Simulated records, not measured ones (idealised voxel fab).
Presented below is a process module, voxel air gaps.
Square cell edge 5 nm, section width 230 nm, ID cut.
Format of a cross-section: grid, square cells. Given as bands. Order: top down. Band: one or more rows of cells.
For a band, the entry starts with two heights in nm, that of the top and then that of the bottom, and carries on with the band's materials in order from left to right, each alongside its width in nm; the word "edge to edge" beside a single material means it fills the band edge to edge, and "air" means empty space.
Counting heights begins at 0, where everything beneath is, in the wafer as received, one material. The lowest band has no bottom; it goes on downwards, as "0..down" shows.
The notation "30 to 40" denotes a width that varies across the rows of cells in the band, beginning at the first number in the top row, finishing at the second number in the bottom row, and changing by an identical amount from each row to the next.
"left unchanged", as given for a step, is the statement that not any cell of the cross-section underwent a change during that step.
This entry, "Sealed void inventory", enumerates those empty regions of no fewer than 8 cells that possess no open connection to the top. Each region is reported in the form width x height at distance, the distance being taken from the left edge, with all three quantities expressed in nm.
Text after the settings on a step's line: the simulator's own remark on that step.
A step line may carry the setting "overlay nm", which, for steps involving a mask, states the distance by which the mask lay to the right of its intended position; negative values denote displacement to the left.

### List of planned process steps
1 RECEIVE (material Si)
2 CONFORMAL_DEP (material SiO2; thk nm 10)
3 CONFORMAL_DEP (material SiCN; thk nm 5)
4 DIRECTIONAL_DEP (material SiO2; thk nm 35)
5 PATTERN (tone open; mask id LINES; material resist; width nm 15; pitch nm 40; thk nm 20; overlay nm 0)
6 DIRECTIONAL_ETCH (etch materials SiO2; depth nm 35)
7 STRIP (etch materials resist)
8 CONFORMAL_DEP (material TiN; thk nm 5)
9 FILL_DEP (material W; thk nm 5)
10 CMP (height nm 50)
11 EPI (material Ru; thk nm 10)
12 SELECTIVE_ETCH (etch materials SiO2; depth nm 45)
13 CONFORMAL_DEP (material SiCN; thk nm 5)

### Account of the first of two wafers, which was processed as intended

### Cross-sectional view of the wafer in its as-received condition, corresponding to the state after step 1
0..down | Si edge to edge
Sealed void inventory: none

### Once step 2 is through, the wafer looks like this in cross-section
10..0 | SiO2 edge to edge
Below 0 it's all the same as before, nothing changed down there.

### Once step 3 is through, the wafer looks like this in cross-section
15..10 | SiCN edge to edge
Below 10 it's all the same as before, nothing changed down there.

### Once step 4 is through, the wafer looks like this in cross-section
50..15 | SiO2 edge to edge
Below 15 it's all the same as before, nothing changed down there.

### Once step 5 is through, the wafer looks like this in cross-section
70..50 | 65 resist; 15 air; 25 resist; 15 air; 25 resist; 15 air; 70 resist
Below 50 it's all the same as before, nothing changed down there.

### Once step 6 is through, the wafer looks like this in cross-section
70..50 | 65 resist; 15 air; 25 resist; 15 air; 25 resist; 15 air; 70 resist
50..15 | 65 SiO2; 15 air; 25 SiO2; 15 air; 25 SiO2; 15 air; 70 SiO2
Below 15 it's all the same as before, nothing changed down there.

### Once step 7 is through, the wafer looks like this in cross-section
50..15 | 65 SiO2; 15 air; 25 SiO2; 15 air; 25 SiO2; 15 air; 70 SiO2
Below 15 it's all the same as before, nothing changed down there.

### Once step 8 is through, the wafer looks like this in cross-section
55..50 | 70 TiN; 5 air; 35 TiN; 5 air; 35 TiN; 5 air; 75 TiN
50..20 | 65 SiO2; 5 TiN; 5 air; 5 TiN; 25 SiO2; 5 TiN; 5 air; 5 TiN; 25 SiO2; 5 TiN; 5 air; 5 TiN; 70 SiO2
20..15 | 65 SiO2; 15 TiN; 25 SiO2; 15 TiN; 25 SiO2; 15 TiN; 70 SiO2
Below 15 it's all the same as before, nothing changed down there.

### Once step 9 is through, the wafer looks like this in cross-section
60..55 | W edge to edge
55..50 | 70 TiN; 5 W; 35 TiN; 5 W; 35 TiN; 5 W; 75 TiN
50..20 | 65 SiO2; 5 TiN; 5 W; 5 TiN; 25 SiO2; 5 TiN; 5 W; 5 TiN; 25 SiO2; 5 TiN; 5 W; 5 TiN; 70 SiO2
Below 20 it's all the same as before, nothing changed down there.

### Once step 10 is through, the wafer looks like this in cross-section
50..20 | 65 SiO2; 5 TiN; 5 W; 5 TiN; 25 SiO2; 5 TiN; 5 W; 5 TiN; 25 SiO2; 5 TiN; 5 W; 5 TiN; 70 SiO2
Below 20 it's all the same as before, nothing changed down there.

### Once step 11 is through, the wafer looks like this in cross-section
60..50 | 55 air; 35 Ru; 5 air; 35 Ru; 5 air; 35 Ru; 60 air
Below 50 it's all the same as before, nothing changed down there.

### Once step 12 is through, the wafer looks like this in cross-section
60..50 | 55 air; 35 Ru; 5 air; 35 Ru; 5 air; 35 Ru; 60 air
50..20 | 65 air; 5 TiN; 5 W; 5 TiN; 25 air; 5 TiN; 5 W; 5 TiN; 25 air; 5 TiN; 5 W; 5 TiN; 70 air
20..15 | 65 air; 15 TiN; 25 air; 15 TiN; 25 air; 15 TiN; 70 air
Below 15 it's all the same as before, nothing changed down there.

### Once step 13 is through, the wafer looks like this in cross-section
65..60 | 50 air; 125 SiCN; 55 air
60..50 | 50 air; 5 SiCN; 35 Ru; 5 SiCN; 35 Ru; 5 SiCN; 35 Ru; 5 SiCN; 55 air
50..45 | 50 air; 15 SiCN; 5 TiN; 5 W; 5 TiN; 25 SiCN; 5 TiN; 5 W; 5 TiN; 25 SiCN; 5 TiN; 5 W; 5 TiN; 15 SiCN; 55 air
45..20 | 60 air; 5 SiCN; 5 TiN; 5 W; 5 TiN; 5 SiCN; 15 air; 5 SiCN; 5 TiN; 5 W; 5 TiN; 5 SiCN; 15 air; 5 SiCN; 5 TiN; 5 W; 5 TiN; 5 SiCN; 65 air
20..15 | 65 SiCN; 15 TiN; 25 SiCN; 15 TiN; 25 SiCN; 15 TiN; 70 SiCN
Below 15 it's all the same as before, nothing changed down there.
Sealed void inventory: 15 x 25 at 85; 15 x 25 at 125

### Wafer two: like wafer one in start and plan, but with one mistake in execution; identical up to and including step 2

### Second wafer, cut view, end of step 3 per plan
45..0 | SiO2 edge to edge
Below 0 it's all the same as before, nothing changed down there.

### Second wafer, cut view, end of step 4 per plan
50..45 | SiCN edge to edge
Below 45 it's all the same as before, nothing changed down there.

### Second wafer, cut view, end of step 5 per plan
70..50 | 65 resist; 15 air; 25 resist; 15 air; 25 resist; 15 air; 70 resist
Below 50 it's all the same as before, nothing changed down there.

Second wafer, cut view, end of step 6 per plan: left unchanged

### Second wafer, cut view, end of step 7 per plan
50..45 | SiCN edge to edge
Below 45 it's all the same as before, nothing changed down there.

### Second wafer, cut view, end of step 8 per plan
55..50 | TiN edge to edge
Below 50 it's all the same as before, nothing changed down there.

### Second wafer, cut view, end of step 9 per plan
60..55 | W edge to edge
Below 55 it's all the same as before, nothing changed down there.

### Second wafer, cut view, end of step 10 per plan
50..45 | SiCN edge to edge
Below 45 it's all the same as before, nothing changed down there.

Second wafer, cut view, end of step 11 per plan: left unchanged

Second wafer, cut view, end of step 12 per plan: left unchanged

### Second wafer, cut view, end of step 13 per plan
55..45 | SiCN edge to edge
Below 45 it's all the same as before, nothing changed down there.
Diagnosis: swap of plan steps 3 and 4 during execution
Upon completion, the second wafer contains, in terms of cells, a greater or smaller amount of certain materials than the first wafer: Ru -42; SiCN -70; SiO2 +322; TiN -45; W -18
Long story short, the first wafer ends with 2 closed voids and the second one with 0.
